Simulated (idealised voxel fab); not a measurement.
process module | voxel trench capacitor
cross-section cut | 240 nm wide | cells 5 nm
A cross-section is a grid of square cells, given in bands from the top down. A band is one or more rows of cells.
Each band's line starts with the height of the band's top and of its bottom, in nm. Then come its materials from left to right, each with its width in nm. One material with "throughout" fills the band from edge to edge. "air" is empty space.
Height 0 is the level under which the wafer as received is all one material. The lowest band goes on downwards, as in "0 down".
A width such as "30 to 40" changes by the same amount from each row of cells to the next, from the band's top row to its bottom row.
"no change" after a step means that no cell of the cross-section changed.
closed voids: empty space of 8 cells or more with no open way to the top, each as width x height at its distance from the left edge, in nm
after a step's settings: what the simulator itself notes on the step
overlay nm, on a step with a mask: how far to the right of its planned place the mask lay; to the left if negative
plan
1 op RECEIVE | material Si
2 op CONFORMAL_DEP | material SiN | thk nm 5
3 op DIRECTIONAL_DEP | material aC | thk nm 15
4 op PATTERN | tone open | mask id TRENCH | material resist | width nm 25 | pitch nm 50 | thk nm 30 | overlay nm 0
5 op DIRECTIONAL_ETCH | etch materials aC | depth nm 15
6 op STRIP | etch materials resist
7 op DIRECTIONAL_ETCH | etch materials SiN | depth nm 5
8 op DIRECTIONAL_ETCH | etch materials Si | depth nm 25
9 op STRIP | etch materials aC
10 op CONFORMAL_DEP | material SiO2 | thk nm 5
11 op FILL_DEP | material polySi | thk nm 10
12 op CMP | height nm 5
first wafer, as planned
as received, after step 1
  0 down: Si throughout
  closed voids: none
after step 2
  5 to 0: SiN throughout
  below 0: unchanged
after step 3
  20 to 5: aC throughout
  below 5: unchanged
after step 4
  50 to 20: resist 55 | air 25 | resist 25 | air 25 | resist 25 | air 25 | resist 60
  below 20: unchanged
after step 5
  35 to 20: resist 55 | air 25 | resist 25 | air 25 | resist 25 | air 25 | resist 60
  20 to 5: aC 55 | air 25 | aC 25 | air 25 | aC 25 | air 25 | aC 60
  below 5: unchanged
after step 6
  20 to 5: aC 55 | air 25 | aC 25 | air 25 | aC 25 | air 25 | aC 60
  below 5: unchanged
after step 7
  20 to 5: aC 55 | air 25 | aC 25 | air 25 | aC 25 | air 25 | aC 60
  5 to 0: SiN 55 | air 25 | SiN 25 | air 25 | SiN 25 | air 25 | SiN 60
  below 0: unchanged
after step 8
  20 to 5: aC 55 | air 25 | aC 25 | air 25 | aC 25 | air 25 | aC 60
  5 to 0: SiN 55 | air 25 | SiN 25 | air 25 | SiN 25 | air 25 | SiN 60
  0 to -25: Si 55 | air 25 | Si 25 | air 25 | Si 25 | air 25 | Si 60
  below -25: unchanged
after step 9
  5 to 0: SiN 55 | air 25 | SiN 25 | air 25 | SiN 25 | air 25 | SiN 60
  below 0: unchanged
after step 10
  10 to 5: SiO2 60 | air 15 | SiO2 35 | air 15 | SiO2 35 | air 15 | SiO2 65
  5 to 0: SiN 55 | SiO2 5 | air 15 | SiO2 5 | SiN 25 | SiO2 5 | air 15 | SiO2 5 | SiN 25 | SiO2 5 | air 15 | SiO2 5 | SiN 60
  0 to -20: Si 55 | SiO2 5 | air 15 | SiO2 5 | Si 25 | SiO2 5 | air 15 | SiO2 5 | Si 25 | SiO2 5 | air 15 | SiO2 5 | Si 60
  -20 to -25: Si 55 | SiO2 25 | Si 25 | SiO2 25 | Si 25 | SiO2 25 | Si 60
  below -25: unchanged
after step 11
  20 to 10: polySi throughout
  10 to 5: SiO2 60 | polySi 15 | SiO2 35 | polySi 15 | SiO2 35 | polySi 15 | SiO2 65
  5 to 0: SiN 55 | SiO2 5 | polySi 15 | SiO2 5 | SiN 25 | SiO2 5 | polySi 15 | SiO2 5 | SiN 25 | SiO2 5 | polySi 15 | SiO2 5 | SiN 60
  0 to -20: Si 55 | SiO2 5 | polySi 15 | SiO2 5 | Si 25 | SiO2 5 | polySi 15 | SiO2 5 | Si 25 | SiO2 5 | polySi 15 | SiO2 5 | Si 60
  below -20: unchanged
after step 12
  5 to 0: SiN 55 | SiO2 5 | polySi 15 | SiO2 5 | SiN 25 | SiO2 5 | polySi 15 | SiO2 5 | SiN 25 | SiO2 5 | polySi 15 | SiO2 5 | SiN 60
  below 0: unchanged
second wafer: like start, like plan, one mistake. Through step 11 it matches the first wafer
when step 12 should have ended
  10 to 5: SiO2 60 | polySi 15 | SiO2 35 | polySi 15 | SiO2 35 | polySi 15 | SiO2 65
  below 5: unchanged
what went wrong: step 12 ran as: op CMP | height nm 10
at the end the second wafer has, in cells: 39 more of SiO2 | 9 more of polySi
